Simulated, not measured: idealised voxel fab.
Process module under the name voxel trench capacitor
The cross-section shown here is cut; it is 260 nm wide and divided into square cells measuring 5 nm on a side.
A cross-section is a grid of square cells, given in bands from the top down. A band is one or more rows of cells. In this notation a band is specified by the heights of its top and bottom, in that order and in nm, after which its materials appear from left to right, each paired with its width in nm. The word "all across" attached to a single material means that material fills the band from edge to edge; the word "blank" stands for empty space. Convention: height 0 is the level below which the wafer, as received, is all one material. The lowest band does not terminate at the bottom but continues downward, represented as "0 and below". Quick explanation for "30->40": the width changes in equal steps down the rows of cells, from the first number in the band's top row to the second number in its bottom row. For the purposes of this document, the phrase "no change" attached to a step denotes that no cell within the cross-section was modified by that step. What "Closed void inventory" gives you is every empty space of 8 cells or more that is cut off from the top. Each appears as width x height at distance, with the distance taken from the left edge and width, height and distance all in nm. Read whatever lies past the settings on a step's line as the simulator's own remark about the step. A step line may carry the setting "overlay nm", which, for steps involving a mask, states the distance by which the mask lay to the right of its intended position; negative values denote displacement to the left.
# Process steps foreseen in the plan
1 RECEIVE, material Si
2 CONFORMAL_DEP, material SiN, thk nm 10
3 DIRECTIONAL_DEP, material aC, thk nm 15
4 PATTERN, tone open, mask id TRENCH, material resist, width nm 30, pitch nm 60, thk nm 35, overlay nm 0
5 DIRECTIONAL_ETCH, etch materials aC, depth nm 15
6 STRIP, etch materials resist
7 DIRECTIONAL_ETCH, etch materials SiN, depth nm 10
8 DIRECTIONAL_ETCH, etch materials Si, depth nm 40
9 STRIP, etch materials aC
10 CONFORMAL_DEP, material HfO2, thk nm 5
11 CONFORMAL_DEP, material TiN, thk nm 5
12 FILL_DEP, material W, thk nm 10
13 CMP, height nm 10
# Of two wafers, the first: run according to plan
# This is the cross-section of the wafer as we received it, i.e. after step 1
  0 and below = Si all across
  Closed void inventory: none
# After step 2: wafer cross-section
  10 down to 0 = SiN all across
  Whatever lies below 0 is exactly as it was before.
# After step 3: wafer cross-section
  25 down to 10 = aC all across
  Whatever lies below 10 is exactly as it was before.
# After step 4: wafer cross-section
  60 down to 25 = resist 25 / blank 30 / resist 30 / blank 30 / resist 30 / blank 30 / resist 30 / blank 30 / resist 25
  Whatever lies below 25 is exactly as it was before.
# After step 5: wafer cross-section
  45 down to 25 = resist 25 / blank 30 / resist 30 / blank 30 / resist 30 / blank 30 / resist 30 / blank 30 / resist 25
  25 down to 10 = aC 25 / blank 30 / aC 30 / blank 30 / aC 30 / blank 30 / aC 30 / blank 30 / aC 25
  Whatever lies below 10 is exactly as it was before.
# After step 6: wafer cross-section
  25 down to 10 = aC 25 / blank 30 / aC 30 / blank 30 / aC 30 / blank 30 / aC 30 / blank 30 / aC 25
  Whatever lies below 10 is exactly as it was before.
# After step 7: wafer cross-section
  25 down to 10 = aC 25 / blank 30 / aC 30 / blank 30 / aC 30 / blank 30 / aC 30 / blank 30 / aC 25
  10 down to 0 = SiN 25 / blank 30 / SiN 30 / blank 30 / SiN 30 / blank 30 / SiN 30 / blank 30 / SiN 25
  Whatever lies below 0 is exactly as it was before.
# After step 8: wafer cross-section
  25 down to 10 = aC 25 / blank 30 / aC 30 / blank 30 / aC 30 / blank 30 / aC 30 / blank 30 / aC 25
  10 down to 0 = SiN 25 / blank 30 / SiN 30 / blank 30 / SiN 30 / blank 30 / SiN 30 / blank 30 / SiN 25
  0 down to -40 = Si 25 / blank 30 / Si 30 / blank 30 / Si 30 / blank 30 / Si 30 / blank 30 / Si 25
  Whatever lies below -40 is exactly as it was before.
# After step 9: wafer cross-section
  10 down to 0 = SiN 25 / blank 30 / SiN 30 / blank 30 / SiN 30 / blank 30 / SiN 30 / blank 30 / SiN 25
  Whatever lies below 0 is exactly as it was before.
# After step 10: wafer cross-section
  15 down to 10 = HfO2 30 / blank 20 / HfO2 40 / blank 20 / HfO2 40 / blank 20 / HfO2 40 / blank 20 / HfO2 30
  10 down to 0 = SiN 25 / HfO2 5 / blank 20 / HfO2 5 / SiN 30 / HfO2 5 / blank 20 / HfO2 5 / SiN 30 / HfO2 5 / blank 20 / HfO2 5 / SiN 30 / HfO2 5 / blank 20 / HfO2 5 / SiN 25
  0 down to -35 = Si 25 / HfO2 5 / blank 20 / HfO2 5 / Si 30 / HfO2 5 / blank 20 / HfO2 5 / Si 30 / HfO2 5 / blank 20 / HfO2 5 / Si 30 / HfO2 5 / blank 20 / HfO2 5 / Si 25
  -35 down to -40 = Si 25 / HfO2 30 / Si 30 / HfO2 30 / Si 30 / HfO2 30 / Si 30 / HfO2 30 / Si 25
  Whatever lies below -40 is exactly as it was before.
# After step 11: wafer cross-section
  20 down to 15 = TiN 35 / blank 10 / TiN 50 / blank 10 / TiN 50 / blank 10 / TiN 50 / blank 10 / TiN 35
  15 down to 10 = HfO2 30 / TiN 5 / blank 10 / TiN 5 / HfO2 40 / TiN 5 / blank 10 / TiN 5 / HfO2 40 / TiN 5 / blank 10 / TiN 5 / HfO2 40 / TiN 5 / blank 10 / TiN 5 / HfO2 30
  10 down to 0 = SiN 25 / HfO2 5 / TiN 5 / blank 10 / TiN 5 / HfO2 5 / SiN 30 / HfO2 5 / TiN 5 / blank 10 / TiN 5 / HfO2 5 / SiN 30 / HfO2 5 / TiN 5 / blank 10 / TiN 5 / HfO2 5 / SiN 30 / HfO2 5 / TiN 5 / blank 10 / TiN 5 / HfO2 5 / SiN 25
  0 down to -30 = Si 25 / HfO2 5 / TiN 5 / blank 10 / TiN 5 / HfO2 5 / Si 30 / HfO2 5 / TiN 5 / blank 10 / TiN 5 / HfO2 5 / Si 30 / HfO2 5 / TiN 5 / blank 10 / TiN 5 / HfO2 5 / Si 30 / HfO2 5 / TiN 5 / blank 10 / TiN 5 / HfO2 5 / Si 25
  -30 down to -35 = Si 25 / HfO2 5 / TiN 20 / HfO2 5 / Si 30 / HfO2 5 / TiN 20 / HfO2 5 / Si 30 / HfO2 5 / TiN 20 / HfO2 5 / Si 30 / HfO2 5 / TiN 20 / HfO2 5 / Si 25
  Whatever lies below -35 is exactly as it was before.
# After step 12: wafer cross-section
  30 down to 20 = W all across
  20 down to 15 = TiN 35 / W 10 / TiN 50 / W 10 / TiN 50 / W 10 / TiN 50 / W 10 / TiN 35
  15 down to 10 = HfO2 30 / TiN 5 / W 10 / TiN 5 / HfO2 40 / TiN 5 / W 10 / TiN 5 / HfO2 40 / TiN 5 / W 10 / TiN 5 / HfO2 40 / TiN 5 / W 10 / TiN 5 / HfO2 30
  10 down to 0 = SiN 25 / HfO2 5 / TiN 5 / W 10 / TiN 5 / HfO2 5 / SiN 30 / HfO2 5 / TiN 5 / W 10 / TiN 5 / HfO2 5 / SiN 30 / HfO2 5 / TiN 5 / W 10 / TiN 5 / HfO2 5 / SiN 30 / HfO2 5 / TiN 5 / W 10 / TiN 5 / HfO2 5 / SiN 25
  0 down to -30 = Si 25 / HfO2 5 / TiN 5 / W 10 / TiN 5 / HfO2 5 / Si 30 / HfO2 5 / TiN 5 / W 10 / TiN 5 / HfO2 5 / Si 30 / HfO2 5 / TiN 5 / W 10 / TiN 5 / HfO2 5 / Si 30 / HfO2 5 / TiN 5 / W 10 / TiN 5 / HfO2 5 / Si 25
  Whatever lies below -30 is exactly as it was before.
# After step 13: wafer cross-section
  10 down to 0 = SiN 25 / HfO2 5 / TiN 5 / W 10 / TiN 5 / HfO2 5 / SiN 30 / HfO2 5 / TiN 5 / W 10 / TiN 5 / HfO2 5 / SiN 30 / HfO2 5 / TiN 5 / W 10 / TiN 5 / HfO2 5 / SiN 30 / HfO2 5 / TiN 5 / W 10 / TiN 5 / HfO2 5 / SiN 25
  Whatever lies below 0 is exactly as it was before.
# The second wafer began exactly as the first did and followed the same plan, but one mistake was made while running it; through step 11 inclusive, the two wafers are identical
# At the planned end of step 12, the second wafer in cross-section
  30 down to 20 = SiN all across
  20 down to 15 = TiN 35 / SiN 10 / TiN 50 / SiN 10 / TiN 50 / SiN 10 / TiN 50 / SiN 10 / TiN 35
  15 down to 10 = HfO2 30 / TiN 5 / SiN 10 / TiN 5 / HfO2 40 / TiN 5 / SiN 10 / TiN 5 / HfO2 40 / TiN 5 / SiN 10 / TiN 5 / HfO2 40 / TiN 5 / SiN 10 / TiN 5 / HfO2 30
  10 down to 0 = SiN 25 / HfO2 5 / TiN 5 / SiN 10 / TiN 5 / HfO2 5 / SiN 30 / HfO2 5 / TiN 5 / SiN 10 / TiN 5 / HfO2 5 / SiN 30 / HfO2 5 / TiN 5 / SiN 10 / TiN 5 / HfO2 5 / SiN 30 / HfO2 5 / TiN 5 / SiN 10 / TiN 5 / HfO2 5 / SiN 25
  0 down to -30 = Si 25 / HfO2 5 / TiN 5 / SiN 10 / TiN 5 / HfO2 5 / Si 30 / HfO2 5 / TiN 5 / SiN 10 / TiN 5 / HfO2 5 / Si 30 / HfO2 5 / TiN 5 / SiN 10 / TiN 5 / HfO2 5 / Si 30 / HfO2 5 / TiN 5 / SiN 10 / TiN 5 / HfO2 5 / Si 25
  Whatever lies below -30 is exactly as it was before.
# At the planned end of step 13, the second wafer in cross-section
  10 down to 0 = SiN 25 / HfO2 5 / TiN 5 / SiN 10 / TiN 5 / HfO2 5 / SiN 30 / HfO2 5 / TiN 5 / SiN 10 / TiN 5 / HfO2 5 / SiN 30 / HfO2 5 / TiN 5 / SiN 10 / TiN 5 / HfO2 5 / SiN 30 / HfO2 5 / TiN 5 / SiN 10 / TiN 5 / HfO2 5 / SiN 25
  Whatever lies below 0 is exactly as it was before.
Deviation from plan: step 12 went in with a setting other than planned; the actual run was FILL_DEP, material SiN, thk nm 10
Counted in cells at the end, the second wafer holds more or fewer of these materials than the first: SiN +64 | W -64
